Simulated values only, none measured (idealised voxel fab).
process module | voxel self aligned vias
cross-section cut | 300 nm wide | cells 5 nm
A cross-section is a grid of square cells, given in bands from the top down. A band is one or more rows of cells.
Each band's line starts with the height of the band's top and of its bottom, in nm. Then come its materials from left to right, each with its width in nm. One material with "throughout" fills the band from edge to edge. "air" is empty space.
Height 0 is the level under which the wafer as received is all one material. The lowest band goes on downwards, as in "0 down".
A width such as "30 to 40" changes by the same amount from each row of cells to the next, from the band's top row to its bottom row.
"no change" after a step means that no cell of the cross-section changed.
closed voids: empty space of 8 cells or more with no open way to the top, each as width x height at its distance from the left edge, in nm
after a step's settings: what the simulator itself notes on the step
overlay nm, on a step with a mask: how far to the right of its planned place the mask lay; to the left if negative
plan
1 op RECEIVE | material Si
2 op CONFORMAL_DEP | material SiO2 | thk nm 10
3 op CONFORMAL_DEP | material SiCN | thk nm 5
4 op DIRECTIONAL_DEP | material lowk | thk nm 20
5 op DIRECTIONAL_DEP | material aC | thk nm 10
6 op PATTERN | tone open | mask id LINES | material resist | width nm 20 | pitch nm 70 | thk nm 30 | overlay nm 0
7 op DIRECTIONAL_ETCH | etch materials aC | depth nm 10
8 op STRIP | etch materials resist
9 op DIRECTIONAL_ETCH | etch materials lowk | depth nm 20
10 op STRIP | etch materials aC
11 op CONFORMAL_DEP | material TiN | thk nm 5
12 op FILL_DEP | material W | thk nm 10
13 op CMP | height nm 35
14 op SELECTIVE_ETCH | etch materials W Ru TiN | depth nm 5
15 op FILL_DEP | material SiN | thk nm 5
16 op CMP | height nm 35
17 op DIRECTIONAL_DEP | material lowk | thk nm 20
18 op PATTERN | tone open | mask id VIAS | material resist | width nm 40 | thk nm 20 | overlay nm 0
19 op DIRECTIONAL_ETCH | etch materials lowk | depth nm 20
20 op DIRECTIONAL_ETCH | etch materials SiN | depth nm 5
21 op STRIP | etch materials resist
22 op CONFORMAL_DEP | material TiN | thk nm 5
23 op FILL_DEP | material W | thk nm 10
24 op CMP | height nm 55
25 op CONFORMAL_DEP | material SiN | thk nm 5
as received, after step 1
  0 down: Si throughout
  closed voids: none
first wafer at the end, as planned
  60 to 55: SiN throughout
  55 to 40: lowk 95 | TiN 5 | W 30 | TiN 5 | lowk 165
  40 to 35: lowk 95 | TiN 15 | W 10 | TiN 15 | lowk 165
  35 to 30: lowk 105 | TiN 20 | lowk 50 | SiN 20 | lowk 105
  30 to 20: lowk 105 | TiN 5 | W 10 | TiN 5 | lowk 50 | TiN 5 | W 10 | TiN 5 | lowk 105
  20 to 15: lowk 105 | TiN 20 | lowk 50 | TiN 20 | lowk 105
  15 to 10: SiCN throughout
  10 to 0: SiO2 throughout
  0 down: Si throughout
  closed voids: none
second wafer at the end: like start, like plan, one mistake
  60 to 55: SiN throughout
  55 to 40: W 90 | TiN 5 | lowk 40 | TiN 5 | W 160
  40 to 35: TiN 95 | lowk 40 | TiN 45 | W 10 | TiN 110
  35 to 30: lowk 105 | SiN 20 | lowk 50 | TiN 20 | lowk 105
  30 to 20: lowk 105 | TiN 5 | W 10 | TiN 5 | lowk 50 | TiN 5 | W 10 | TiN 5 | lowk 105
  20 to 15: lowk 105 | TiN 20 | lowk 50 | TiN 20 | lowk 105
  15 to 10: SiCN throughout
  10 to 0: SiO2 throughout
  0 down: Si throughout
  closed voids: none
what went wrong: step 18 ran as: op PATTERN | tone cover | mask id VIAS | material resist | width nm 40 | thk nm 20 | overlay nm 0
at the end the second wafer has, in cells: 44 more of TiN | 132 more of W | 176 fewer of lowk
